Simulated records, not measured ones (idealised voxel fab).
Presented below is a process module, voxel spacer lines.
This is section cut - it's 225 nm across, gridded in 5 nm square cells.
In what follows, cross-sections appear as grids of square cells, described through bands that run from the top down, where every band is one or more rows of cells.
Within each band entry, the heights of the top and of the bottom of the band appear first, in that order and in nm; the materials of the band then follow from left to right, each with its corresponding width in nm. The designation "all across" on a single material indicates that it fills the band from edge to edge; the designation "empty" indicates empty space.
Height 0 is the level under which the wafer as received is all one material. The lowest band goes on downwards, as in "from 0 down".
A width given as "30 to 40" starts at the first number in the band's top row and ends at the second number in its bottom row, shifting by an equal amount at every step from row to row.
No cell of the cross-section changed in a step that is given as "remained the same".
Any empty space of 8 cells or more lacking an open way to the top shows up in "Closed void list" as width x height at distance, distance from the left edge, in nm.
Where a step's line continues beyond its settings, the continuation is a remark by the simulator itself on that step.
Regarding "overlay nm": on a step with a mask, it is the distance the mask lay to the right of its planned place; a negative value places it to the left.

-- Intended process steps
1,RECEIVE, material Si
2,CONFORMAL_DEP, material Al2O3, thk nm 10
3,DIRECTIONAL_DEP, material TiN, thk nm 10
4,DIRECTIONAL_DEP, material aC, thk nm 25
5,PATTERN, tone cover, mask id MANDREL, material resist, width nm 25, pitch nm 70, thk nm 35, overlay nm 0
6,DIRECTIONAL_ETCH, etch materials aC, depth nm 25
7,STRIP, etch materials resist
8,CONFORMAL_DEP, material SiO2, thk nm 10
9,DIRECTIONAL_ETCH, etch materials SiO2, depth nm 10
10,STRIP, etch materials aC
11,DIRECTIONAL_ETCH, etch materials TiN, depth nm 10
12,STRIP, etch materials SiO2
13,FILL_DEP, material lowk, thk nm 10
14,CMP, height nm 20

-- Cross-section of the incoming wafer, state after step 1
    from 0 down | Si all across
    Closed void list: none

-- End state of the module in cross-section, given the above starting point and plan and one mistake in execution
    from 20 to 10 | 30 lowk; 10 TiN; 5 lowk; 10 TiN; 45 lowk; 10 TiN; 5 lowk; 10 TiN; 45 lowk; 10 TiN; 5 lowk; 10 TiN; 30 lowk
    from 10 to 0 | Al2O3 all across
    from 0 down | Si all across
    Closed void list: none
In executing the process, a mistake was made relative to the plan: in deviation from the planned setting, step 5 was conducted as PATTERN, tone open, mask id MANDREL, material resist, width nm 25, pitch nm 70, thk nm 35, overlay nm 0
